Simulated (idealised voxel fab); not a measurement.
The document below concerns the process module designated voxel quadruple lines.
Section cut is 170 nm wide and gridded with 5 nm square cells.
Cross-section, as written here: a square-cell grid given band by band from the top down, where a band holds one or more rows of cells. The band entry comprises the height of the band's top followed by the height of its bottom, expressed in nm, and subsequently the band's materials from left to right, each stated together with its width in nm. Where a single material is marked with the word "all across", that material fills the band from edge to edge. The word "air" represents empty space. All heights in this document are referenced to 0, defined as the level beneath which the wafer, as received, consists entirely of one material. The lowest band is not bounded below; it extends indefinitely downward and is written in the form "0 -> down". When a width is written as two numbers, as in "30..40", the first number is the width in the top row of cells of the band and the second is the width in its bottom row, and the width changes by the same amount from each row to the next. The designation "left unchanged", where it is given for a processing step, indicates that no cell of the cross-section was altered in the course of that step. "Enclosed void entries" specifies each empty space that is not open to the top and that occupies no fewer than 8 cells, using the form width x height at distance, the distance measured from the left edge and all three quantities in nm. If you see something after the settings on a step's line, that's the simulator's own remark about that step. A step line may carry the setting "overlay nm", which, for steps involving a mask, states the distance by which the mask lay to the right of its intended position; negative values denote displacement to the left.
BELOW IS THE LIST OF PLANNED PROCESS STEPS
1,RECEIVE,material Si
2,CONFORMAL_DEP,material Al2O3,thk nm 10
3,DIRECTIONAL_DEP,material Ru,thk nm 15
4,DIRECTIONAL_DEP,material polySi,thk nm 20
5,DIRECTIONAL_DEP,material aC,thk nm 25
6,PATTERN,tone cover,mask id MANDREL,material resist,width nm 30,thk nm 30,overlay nm 0
7,DIRECTIONAL_ETCH,etch materials aC,depth nm 25
8,STRIP,etch materials resist
9,CONFORMAL_DEP,material SiO2,thk nm 10
10,DIRECTIONAL_ETCH,etch materials SiO2,depth nm 10
11,STRIP,etch materials aC
12,DIRECTIONAL_ETCH,etch materials polySi,depth nm 20
13,STRIP,etch materials SiO2
14,CONFORMAL_DEP,material SiN,thk nm 10
15,DIRECTIONAL_ETCH,etch materials SiN,depth nm 10
16,STRIP,etch materials polySi
17,DIRECTIONAL_ETCH,etch materials Ru,depth nm 15
18,STRIP,etch materials SiN
19,FILL_DEP,material SiO2,thk nm 10
20,CMP,height nm 25
BELOW: THE FIRST OF TWO WAFERS, RUN AS PLANNED
INCOMING WAFER IN CROSS-SECTION (STATE: AFTER STEP 1)
0 -> down: Si all across
Enclosed void entries: none
STEP 2 DONE - WAFER CROSS-SECTION
10 -> 0: Al2O3 all across
At heights below 0, the structure remains unaltered.
STEP 3 DONE - WAFER CROSS-SECTION
25 -> 10: Ru all across
At heights below 10, the structure remains unaltered.
STEP 4 DONE - WAFER CROSS-SECTION
45 -> 25: polySi all across
At heights below 25, the structure remains unaltered.
STEP 5 DONE - WAFER CROSS-SECTION
70 -> 45: aC all across
At heights below 45, the structure remains unaltered.
STEP 6 DONE - WAFER CROSS-SECTION
100 -> 70: 70 nm air | 30 nm resist | 70 nm air
At heights below 70, the structure remains unaltered.
STEP 7 DONE - WAFER CROSS-SECTION
75 -> 70: 70 nm air | 30 nm resist | 70 nm air
70 -> 45: 70 nm air | 30 nm aC | 70 nm air
At heights below 45, the structure remains unaltered.
STEP 8 DONE - WAFER CROSS-SECTION
70 -> 45: 70 nm air | 30 nm aC | 70 nm air
At heights below 45, the structure remains unaltered.
STEP 9 DONE - WAFER CROSS-SECTION
80 -> 70: 60 nm air | 50 nm SiO2 | 60 nm air
70 -> 55: 60 nm air | 10 nm SiO2 | 30 nm aC | 10 nm SiO2 | 60 nm air
55 -> 45: 70 nm SiO2 | 30 nm aC | 70 nm SiO2
At heights below 45, the structure remains unaltered.
STEP 10 DONE - WAFER CROSS-SECTION
70 -> 45: 60 nm air | 10 nm SiO2 | 30 nm aC | 10 nm SiO2 | 60 nm air
At heights below 45, the structure remains unaltered.
STEP 11 DONE - WAFER CROSS-SECTION
70 -> 45: 60 nm air | 10 nm SiO2 | 30 nm air | 10 nm SiO2 | 60 nm air
At heights below 45, the structure remains unaltered.
STEP 12 DONE - WAFER CROSS-SECTION
70 -> 45: 60 nm air | 10 nm SiO2 | 30 nm air | 10 nm SiO2 | 60 nm air
45 -> 25: 60 nm air | 10 nm polySi | 30 nm air | 10 nm polySi | 60 nm air
At heights below 25, the structure remains unaltered.
STEP 13 DONE - WAFER CROSS-SECTION
45 -> 25: 60 nm air | 10 nm polySi | 30 nm air | 10 nm polySi | 60 nm air
At heights below 25, the structure remains unaltered.
STEP 14 DONE - WAFER CROSS-SECTION
55 -> 45: 50 nm air | 30 nm SiN | 10 nm air | 30 nm SiN | 50 nm air
45 -> 35: 50 nm air | 10 nm SiN | 10 nm polySi | 10 nm SiN | 10 nm air | 10 nm SiN | 10 nm polySi | 10 nm SiN | 50 nm air
35 -> 25: 60 nm SiN | 10 nm polySi | 30 nm SiN | 10 nm polySi | 60 nm SiN
At heights below 25, the structure remains unaltered.
STEP 15 DONE - WAFER CROSS-SECTION
45 -> 25: 50 nm air | 10 nm SiN | 10 nm polySi | 10 nm SiN | 10 nm air | 10 nm SiN | 10 nm polySi | 10 nm SiN | 50 nm air
At heights below 25, the structure remains unaltered.
STEP 16 DONE - WAFER CROSS-SECTION
45 -> 25: 50 nm air | 10 nm SiN | 10 nm air | 10 nm SiN | 10 nm air | 10 nm SiN | 10 nm air | 10 nm SiN | 50 nm air
At heights below 25, the structure remains unaltered.
STEP 17 DONE - WAFER CROSS-SECTION
45 -> 25: 50 nm air | 10 nm SiN | 10 nm air | 10 nm SiN | 10 nm air | 10 nm SiN | 10 nm air | 10 nm SiN | 50 nm air
25 -> 10: 50 nm air | 10 nm Ru | 10 nm air | 10 nm Ru | 10 nm air | 10 nm Ru | 10 nm air | 10 nm Ru | 50 nm air
At heights below 10, the structure remains unaltered.
STEP 18 DONE - WAFER CROSS-SECTION
25 -> 10: 50 nm air | 10 nm Ru | 10 nm air | 10 nm Ru | 10 nm air | 10 nm Ru | 10 nm air | 10 nm Ru | 50 nm air
At heights below 10, the structure remains unaltered.
STEP 19 DONE - WAFER CROSS-SECTION
35 -> 25: SiO2 all across
25 -> 10: 50 nm SiO2 | 10 nm Ru | 10 nm SiO2 | 10 nm Ru | 10 nm SiO2 | 10 nm Ru | 10 nm SiO2 | 10 nm Ru | 50 nm SiO2
At heights below 10, the structure remains unaltered.
STEP 20 DONE - WAFER CROSS-SECTION
25 -> 10: 50 nm SiO2 | 10 nm Ru | 10 nm SiO2 | 10 nm Ru | 10 nm SiO2 | 10 nm Ru | 10 nm SiO2 | 10 nm Ru | 50 nm SiO2
At heights below 10, the structure remains unaltered.
WHAT FOLLOWS CONCERNS THE SECOND WAFER, WHICH STARTED OUT LIKE THE FIRST AND WAS MEANT TO FOLLOW THE VERY SAME PLAN; ONE MISTAKE CREPT IN WHEN IT WAS RUN, BUT EVERYTHING UP TO AND INCLUDING STEP 19 IS THE SAME AS FOR THE FIRST WAFER
X-SECTION, SECOND WAFER, WHEN STEP 20 WAS DUE TO FINISH
25 -> 10: 50 nm SiO2 | 10 nm Ru | 10 nm SiO2 | 10 nm Ru | 10 nm SiO2 | 10 nm Ru | 10 nm SiO2 | 10 nm Ru | 50 nm SiO2
At heights below 10, the structure remains unaltered.
The mistake made against the process plan was this: twice, step 20 of the plan was run
at the end the two cross-sections are the same: no effect in what this model computes
